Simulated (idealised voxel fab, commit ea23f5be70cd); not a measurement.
process module | voxel tone inversion
cross-section cut | 280 nm wide | cells 5 nm
A cross-section is a grid of square cells, given in bands from the top down. A band is one or more rows of cells.
Each band's line starts with the height of the band's top and of its bottom, in nm. Then come its materials from left to right, each with its width in nm. One material with "throughout" fills the band from edge to edge. "air" is empty space.
Height 0 is the level under which the wafer as received is all one material. The lowest band goes on downwards, as in "0 down".
A width such as "30 to 40" changes by the same amount from each row of cells to the next, from the band's top row to its bottom row.
"no change" after a step means that no cell of the cross-section changed.
closed voids: empty space of 8 cells or more with no open way to the top, each as width x height at its distance from the left edge, in nm
after a step's settings: what the simulator itself notes on the step
overlay nm, on a step with a mask: how far to the right of its planned place the mask lay; to the left if negative
plan
1 op RECEIVE | material Si
2 op CONFORMAL_DEP | material SiN | thk nm 10
3 op DIRECTIONAL_DEP | material aC | thk nm 20
4 op PATTERN | tone cover | mask id POSTS | material resist | width nm 20 | pitch nm 40 | thk nm 30 | overlay nm 0
5 op DIRECTIONAL_ETCH | etch materials aC | depth nm 20
6 op STRIP | etch materials resist
7 op FILL_DEP | material lowk | thk nm 5
8 op CMP | height nm 30
9 op STRIP | etch materials aC
10 op CONFORMAL_DEP | material TiN | thk nm 5
11 op FILL_DEP | material Ru | thk nm 5
12 op CMP | height nm 30
13 op CONFORMAL_DEP | material SiCN | thk nm 5
as received, after step 1
  0 down: Si throughout
  closed voids: none
first wafer at the end, as planned
  35 to 30: SiCN throughout
  30 to 15: lowk 90 | TiN 5 | Ru 10 | TiN 5 | lowk 20 | TiN 5 | Ru 10 | TiN 5 | lowk 20 | TiN 5 | Ru 10 | TiN 5 | lowk 90
  15 to 10: lowk 90 | TiN 20 | lowk 20 | TiN 20 | lowk 20 | TiN 20 | lowk 90
  10 to 0: SiN throughout
  0 down: Si throughout
  closed voids: none
second wafer at the end: like start, like plan, one mistake
  35 to 30: SiCN throughout
  30 to 15: lowk 95 | TiN 5 | Ru 5 | TiN 5 | lowk 25 | TiN 5 | Ru 5 | TiN 5 | lowk 25 | TiN 5 | Ru 5 | TiN 5 | lowk 90
  15 to 10: lowk 95 | TiN 15 | lowk 25 | TiN 15 | lowk 25 | TiN 15 | lowk 90
  10 to 0: SiN throughout
  0 down: Si throughout
  closed voids: none
what went wrong: step 4 ran as: op PATTERN | tone cover | mask id POSTS | material resist | width nm 15 | pitch nm 40 | thk nm 30 | overlay nm 0
at the end the second wafer has, in cells: 9 fewer of Ru | 3 fewer of TiN | 12 more of lowk
